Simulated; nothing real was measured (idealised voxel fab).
This section sets out a process module, namely voxel self aligned contacts.
Pictured: cross-section cut, 230 nm wide, on a grid of 5 nm square cells.
Heads up, the way a cross-section reads in here is a grid of square cells, handed over as bands from the top down, with every band being one or more rows of cells.
Quick guide to a band line: top height, bottom height (nm) up front; then every material left to right with its width in nm. Only one material and it's marked "everywhere"? Then it fills the band edge to edge. And "empty" just means empty space.
Height is counted from the level 0, under which the received wafer is composed throughout of one material. The lowest of the bands is not closed at the bottom but continues downward, in the notation "0 and below".
The notation "30->40" denotes a width that varies across the rows of cells in the band, beginning at the first number in the top row, finishing at the second number in the bottom row, and changing by an identical amount from each row to the next.
"all unchanged", as given for a step, is the statement that not any cell of the cross-section underwent a change during that step.
The label "Closed void entries" introduces a list of the empty spaces, 8 cells or larger, that have no open way up to the top; each entry in it reads width x height at distance, where the distance is taken from the left edge and all three are stated in nm.
Where a step's line continues beyond its settings, the continuation is a remark by the simulator itself on that step.
overlay nm: where the mask lay relative to plan, measured to the right, on steps with a mask; negatives go left.
Below is the list of planned process steps:
1) RECEIVE (material Si)
2) OXIDIZE (depth nm 5)
3) DIRECTIONAL_DEP (material polySi; thk nm 25)
4) DIRECTIONAL_DEP (material SiN; thk nm 20)
5) PATTERN (tone cover; mask id GATE; material resist; width nm 35; pitch nm 70; thk nm 15; overlay nm 0)
6) DIRECTIONAL_ETCH (etch materials SiN; depth nm 20)
7) DIRECTIONAL_ETCH (etch materials polySi; depth nm 25)
8) STRIP (etch materials resist)
9) CONFORMAL_DEP (material SiN; thk nm 5)
10) DIRECTIONAL_ETCH (etch materials SiN; depth nm 5)
11) FILL_DEP (material SiO2; thk nm 15)
12) CMP (height nm 50)
13) MASKED_ETCH (tone open; mask id CONTACT; width nm 55; etch materials SiO2; depth nm 55; overlay nm 0)
14) CONFORMAL_DEP (material TiN; thk nm 5)
15) FILL_DEP (material Ru; thk nm 10)
16) CMP (height nm 50)
17) CONFORMAL_DEP (material SiCN; thk nm 5)
The first of the two wafers, which ran as planned:
Cross-section of the incoming wafer, state after step 1:
    0 and below | Si everywhere
    Closed void entries: none
The wafer in cross-section once step 2 is complete:
    0 down to -5 | SiO2 everywhere
    Under the height -5 nothing was changed.
The wafer in cross-section once step 3 is complete:
    25 down to 0 | polySi everywhere
    Under the height 0 nothing was changed.
The wafer in cross-section once step 4 is complete:
    45 down to 25 | SiN everywhere
    Under the height 25 nothing was changed.
The wafer in cross-section once step 5 is complete:
    60 down to 45 | empty 60, resist 35, empty 35, resist 35, empty 65
    Under the height 45 nothing was changed.
The wafer in cross-section once step 6 is complete:
    60 down to 45 | empty 60, resist 35, empty 35, resist 35, empty 65
    45 down to 25 | empty 60, SiN 35, empty 35, SiN 35, empty 65
    Under the height 25 nothing was changed.
The wafer in cross-section once step 7 is complete:
    60 down to 45 | empty 60, resist 35, empty 35, resist 35, empty 65
    45 down to 25 | empty 60, SiN 35, empty 35, SiN 35, empty 65
    25 down to 0 | empty 60, polySi 35, empty 35, polySi 35, empty 65
    Under the height 0 nothing was changed.
The wafer in cross-section once step 8 is complete:
    45 down to 25 | empty 60, SiN 35, empty 35, SiN 35, empty 65
    Under the height 25 nothing was changed.
The wafer in cross-section once step 9 is complete:
    50 down to 25 | empty 55, SiN 45, empty 25, SiN 45, empty 60
    25 down to 5 | empty 55, SiN 5, polySi 35, SiN 5, empty 25, SiN 5, polySi 35, SiN 5, empty 60
    5 down to 0 | SiN 60, polySi 35, SiN 35, polySi 35, SiN 65
    Under the height 0 nothing was changed.
The wafer in cross-section once step 10 is complete:
    45 down to 25 | empty 55, SiN 45, empty 25, SiN 45, empty 60
    25 down to 0 | empty 55, SiN 5, polySi 35, SiN 5, empty 25, SiN 5, polySi 35, SiN 5, empty 60
    Under the height 0 nothing was changed.
The wafer in cross-section once step 11 is complete:
    60 down to 45 | SiO2 everywhere
    45 down to 25 | SiO2 55, SiN 45, SiO2 25, SiN 45, SiO2 60
    25 down to 0 | SiO2 55, SiN 5, polySi 35, SiN 5, SiO2 25, SiN 5, polySi 35, SiN 5, SiO2 60
    Under the height 0 nothing was changed.
The wafer in cross-section once step 12 is complete:
    50 down to 45 | SiO2 everywhere
    Under the height 45 nothing was changed.
The wafer in cross-section once step 13 is complete:
    50 down to 45 | SiO2 85, empty 55, SiO2 90
    45 down to 25 | SiO2 55, SiN 45, empty 25, SiN 45, SiO2 60
    25 down to 0 | SiO2 55, SiN 5, polySi 35, SiN 5, empty 25, SiN 5, polySi 35, SiN 5, SiO2 60
    0 down to -5 | SiO2 100, empty 25, SiO2 105
    Under the height -5 nothing was changed.
The wafer in cross-section once step 14 is complete:
    55 down to 50 | TiN 90, empty 45, TiN 95
    50 down to 45 | SiO2 85, TiN 20, empty 15, TiN 20, SiO2 90
    45 down to 25 | SiO2 55, SiN 45, TiN 5, empty 15, TiN 5, SiN 45, SiO2 60
    25 down to 0 | SiO2 55, SiN 5, polySi 35, SiN 5, TiN 5, empty 15, TiN 5, SiN 5, polySi 35, SiN 5, SiO2 60
    0 down to -5 | SiO2 100, TiN 25, SiO2 105
    Under the height -5 nothing was changed.
The wafer in cross-section once step 15 is complete:
    65 down to 55 | Ru everywhere
    55 down to 50 | TiN 90, Ru 45, TiN 95
    50 down to 45 | SiO2 85, TiN 20, Ru 15, TiN 20, SiO2 90
    45 down to 25 | SiO2 55, SiN 45, TiN 5, Ru 15, TiN 5, SiN 45, SiO2 60
    25 down to 0 | SiO2 55, SiN 5, polySi 35, SiN 5, TiN 5, Ru 15, TiN 5, SiN 5, polySi 35, SiN 5, SiO2 60
    Under the height 0 nothing was changed.
The wafer in cross-section once step 16 is complete:
    50 down to 45 | SiO2 85, TiN 20, Ru 15, TiN 20, SiO2 90
    Under the height 45 nothing was changed.
The wafer in cross-section once step 17 is complete:
    55 down to 50 | SiCN everywhere
    Under the height 50 nothing was changed.
Notes, second wafer: start = first wafer's, plan = first wafer's, execution had one mistake; history identical to first through step 4:
Second wafer, section view, time point: scheduled end of step 5:
    60 down to 45 | empty 55, resist 35, empty 35, resist 35, empty 70
    Under the height 45 nothing was changed.
Second wafer, section view, time point: scheduled end of step 6:
    60 down to 45 | empty 55, resist 35, empty 35, resist 35, empty 70
    45 down to 25 | empty 55, SiN 35, empty 35, SiN 35, empty 70
    Under the height 25 nothing was changed.
Second wafer, section view, time point: scheduled end of step 7:
    60 down to 45 | empty 55, resist 35, empty 35, resist 35, empty 70
    45 down to 25 | empty 55, SiN 35, empty 35, SiN 35, empty 70
    25 down to 0 | empty 55, polySi 35, empty 35, polySi 35, empty 70
    Under the height 0 nothing was changed.
Second wafer, section view, time point: scheduled end of step 8:
    45 down to 25 | empty 55, SiN 35, empty 35, SiN 35, empty 70
    Under the height 25 nothing was changed.
Second wafer, section view, time point: scheduled end of step 9:
    50 down to 25 | empty 50, SiN 45, empty 25, SiN 45, empty 65
    25 down to 5 | empty 50, SiN 5, polySi 35, SiN 5, empty 25, SiN 5, polySi 35, SiN 5, empty 65
    5 down to 0 | SiN 55, polySi 35, SiN 35, polySi 35, SiN 70
    Under the height 0 nothing was changed.
Second wafer, section view, time point: scheduled end of step 10:
    45 down to 25 | empty 50, SiN 45, empty 25, SiN 45, empty 65
    25 down to 0 | empty 50, SiN 5, polySi 35, SiN 5, empty 25, SiN 5, polySi 35, SiN 5, empty 65
    Under the height 0 nothing was changed.
Second wafer, section view, time point: scheduled end of step 11:
    60 down to 45 | SiO2 everywhere
    45 down to 25 | SiO2 50, SiN 45, SiO2 25, SiN 45, SiO2 65
    25 down to 0 | SiO2 50, SiN 5, polySi 35, SiN 5, SiO2 25, SiN 5, polySi 35, SiN 5, SiO2 65
    Under the height 0 nothing was changed.
Second wafer, section view, time point: scheduled end of step 12:
    50 down to 45 | SiO2 everywhere
    Under the height 45 nothing was changed.
Second wafer, section view, time point: scheduled end of step 13:
    50 down to 45 | SiO2 85, empty 55, SiO2 90
    45 down to 25 | SiO2 50, SiN 45, empty 25, SiN 45, SiO2 65
    25 down to 0 | SiO2 50, SiN 5, polySi 35, SiN 5, empty 25, SiN 5, polySi 35, SiN 5, SiO2 65
    0 down to -5 | SiO2 95, empty 25, SiO2 110
    Under the height -5 nothing was changed.
Second wafer, section view, time point: scheduled end of step 14:
    55 down to 50 | TiN 90, empty 45, TiN 95
    50 down to 45 | SiO2 85, TiN 15, empty 15, TiN 25, SiO2 90
    45 down to 25 | SiO2 50, SiN 45, TiN 5, empty 15, TiN 5, SiN 45, SiO2 65
    25 down to 0 | SiO2 50, SiN 5, polySi 35, SiN 5, TiN 5, empty 15, TiN 5, SiN 5, polySi 35, SiN 5, SiO2 65
    0 down to -5 | SiO2 95, TiN 25, SiO2 110
    Under the height -5 nothing was changed.
Second wafer, section view, time point: scheduled end of step 15:
    65 down to 55 | Ru everywhere
    55 down to 50 | TiN 90, Ru 45, TiN 95
    50 down to 45 | SiO2 85, TiN 15, Ru 15, TiN 25, SiO2 90
    45 down to 25 | SiO2 50, SiN 45, TiN 5, Ru 15, TiN 5, SiN 45, SiO2 65
    25 down to 0 | SiO2 50, SiN 5, polySi 35, SiN 5, TiN 5, Ru 15, TiN 5, SiN 5, polySi 35, SiN 5, SiO2 65
    Under the height 0 nothing was changed.
Second wafer, section view, time point: scheduled end of step 16:
    50 down to 45 | SiO2 85, TiN 15, Ru 15, TiN 25, SiO2 90
    Under the height 45 nothing was changed.
Second wafer, section view, time point: scheduled end of step 17:
    55 down to 50 | SiCN everywhere
    Under the height 50 nothing was changed.
The plan and the run diverged here: step 5 was not run as planned; what actually ran was PATTERN (tone cover; mask id GATE; material resist; width nm 35; pitch nm 70; thk nm 15; overlay nm -5)
The concluding comparison shows that, measured in cells, each material is equally abundant on both wafers, albeit at different positions.
